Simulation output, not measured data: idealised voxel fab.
You're looking at the process module voxel wiring stack.
Each square cell in cross-section cut measures 5 nm, and the section as a whole is 235 nm wide.
Cross-sections here: square-cell grids, written as top-down lists of bands, a band being one or more rows of cells.
For a band, the entry starts with two heights in nm, that of the top and then that of the bottom, and carries on with the band's materials in order from left to right, each alongside its width in nm; the word "full width" beside a single material means it fills the band edge to edge, and "blank" means empty space.
The reference from which all heights are counted is 0, the level beneath which the as-received wafer is entirely one material; the lowest band, having no lower bound, proceeds downward and is written after the example "z 0 and below".
Top row gets the first number, bottom row gets the second, and each row in between changes by the same step: that is how a band width like "30..40" works.
"nothing changed", as given for a step, is the statement that not any cell of the cross-section underwent a change during that step.
In the "Completely enclosed voids" entry, you get each enclosed empty space of 8 cells or more, one with no open way to the top, written width x height at distance, distance from the left edge, in nm.
Post-settings text on a step line: simulator's own remark regarding the step.
overlay nm: where the mask lay relative to plan, measured to the right, on steps with a mask; negatives go left.

# So here's the lineup of process steps we planned
1,op RECEIVE | material Si
2,op CONFORMAL_DEP | material SiO2 | thk nm 15
3,op CONFORMAL_DEP | material SiCN | thk nm 5
4,op DIRECTIONAL_DEP | material SiO2 | thk nm 20
5,op PATTERN | tone open | mask id METAL_1 | material resist | width nm 15 | pitch nm 40 | thk nm 20 | overlay nm 0
6,op DIRECTIONAL_ETCH | etch materials SiO2 | depth nm 20
7,op DIRECTIONAL_ETCH | etch materials SiCN | depth nm 5
8,op STRIP | etch materials resist
9,op CONFORMAL_DEP | material TiN | thk nm 5
10,op FILL_DEP | material Ru | thk nm 10
11,op CMP | height nm 40
12,op EPI | material Ru | thk nm 5
13,op FILL_DEP | material SiCN | thk nm 5
14,op DIRECTIONAL_DEP | material lowk | thk nm 35
15,op DIRECTIONAL_DEP | material aC | thk nm 10
16,op PATTERN | tone open | mask id METAL_2 | material resist | width nm 20 | pitch nm 40 | thk nm 25 | overlay nm 0
17,op DIRECTIONAL_ETCH | etch materials aC | depth nm 10
18,op STRIP | etch materials resist
19,op DIRECTIONAL_ETCH | etch materials lowk | depth nm 20
20,op STRIP | etch materials aC
21,op PATTERN | tone open | mask id METAL_2_HOLES | material resist | width nm 15 | pitch nm 80 | thk nm 20 | overlay nm 0
22,op DIRECTIONAL_ETCH | etch materials lowk | depth nm 15
23,op DIRECTIONAL_ETCH | etch materials SiCN | depth nm 5
24,op STRIP | etch materials resist
25,op CONFORMAL_DEP | material TiN | thk nm 5
26,op FILL_DEP | material Cu | thk nm 5
27,op CMP | height nm 85
28,op CONFORMAL_DEP | material SiCN | thk nm 5
29,op DIRECTIONAL_DEP | material lowk | thk nm 10
30,op MASKED_ETCH | tone open | mask id PLUG_2 | width nm 15 | pitch nm 40 | etch materials lowk | depth nm 10 | overlay nm 0
31,op MASKED_ETCH | tone open | mask id PLUG_2 | width nm 15 | pitch nm 40 | etch materials SiCN | depth nm 5 | overlay nm 0
32,op CONFORMAL_DEP | material TiN | thk nm 5
33,op FILL_DEP | material Ru | thk nm 10
34,op CMP | height nm 100
35,op DIRECTIONAL_DEP | material TiN | thk nm 5
36,op DIRECTIONAL_DEP | material Ru | thk nm 15
37,op MASKED_ETCH | tone cover | mask id METAL_3 | width nm 20 | pitch nm 40 | etch materials Ru | depth nm 15 | overlay nm 0
38,op MASKED_ETCH | tone cover | mask id METAL_3 | width nm 20 | pitch nm 40 | etch materials TiN | depth nm 5 | overlay nm 0
39,op FILL_DEP | material SiO2 | thk nm 10
40,op CMP | height nm 120
41,op CONFORMAL_DEP | material SiCN | thk nm 5
42,op DIRECTIONAL_DEP | material lowk | thk nm 10
43,op DIRECTIONAL_DEP | material aC | thk nm 15
44,op PATTERN | tone open | mask id PLUG_3 | material resist | width nm 15 | pitch nm 80 | thk nm 35 | overlay nm 0
45,op DIRECTIONAL_ETCH | etch materials aC | depth nm 15
46,op STRIP | etch materials resist
47,op DIRECTIONAL_ETCH | etch materials lowk | depth nm 10
48,op DIRECTIONAL_ETCH | etch materials SiCN | depth nm 5
49,op STRIP | etch materials aC
50,op CONFORMAL_DEP | material TiN | thk nm 5
51,op FILL_DEP | material Ru | thk nm 10
52,op CMP | height nm 135
53,op CONFORMAL_DEP | material SiCN | thk nm 5
54,op DIRECTIONAL_DEP | material SiO2 | thk nm 15
55,op PATTERN | tone open | mask id METAL_4 | material resist | width nm 20 | pitch nm 40 | thk nm 15 | overlay nm 0
56,op DIRECTIONAL_ETCH | etch materials SiO2 | depth nm 15
57,op DIRECTIONAL_ETCH | etch materials SiCN | depth nm 5
58,op STRIP | etch materials resist
59,op CONFORMAL_DEP | material TiN | thk nm 5
60,op FILL_DEP | material Cu | thk nm 5
61,op CMP | height nm 155
62,op CONFORMAL_DEP | material SiN | thk nm 5
Where the wafers of this document differ is in the width nm of step 5; they start out the same, and the plan states the value that applied to the first wafer.

# As-received cross-section, first of several wafers, post step 1
- z 0 and below: Si full width
- Completely enclosed voids: none

# Every row in this table is a wafer at the end of the module, and it gives, for each of the materials, the cells that wafer has gained (+) or lost (-) since it was received, then its closed voids
width nm 15; +56 Cu; +96 Ru; +210 SiCN; +47 SiN; +498 SiO2; +198 TiN; +399 lowk; Completely enclosed voids: none
width nm 20; +56 Cu; +116 Ru; +202 SiCN; +47 SiN; +482 SiO2; +202 TiN; +399 lowk; Completely enclosed voids: none
width nm 25; +56 Cu; +136 Ru; +194 SiCN; +47 SiN; +466 SiO2; +206 TiN; +399 lowk; Completely enclosed voids: none
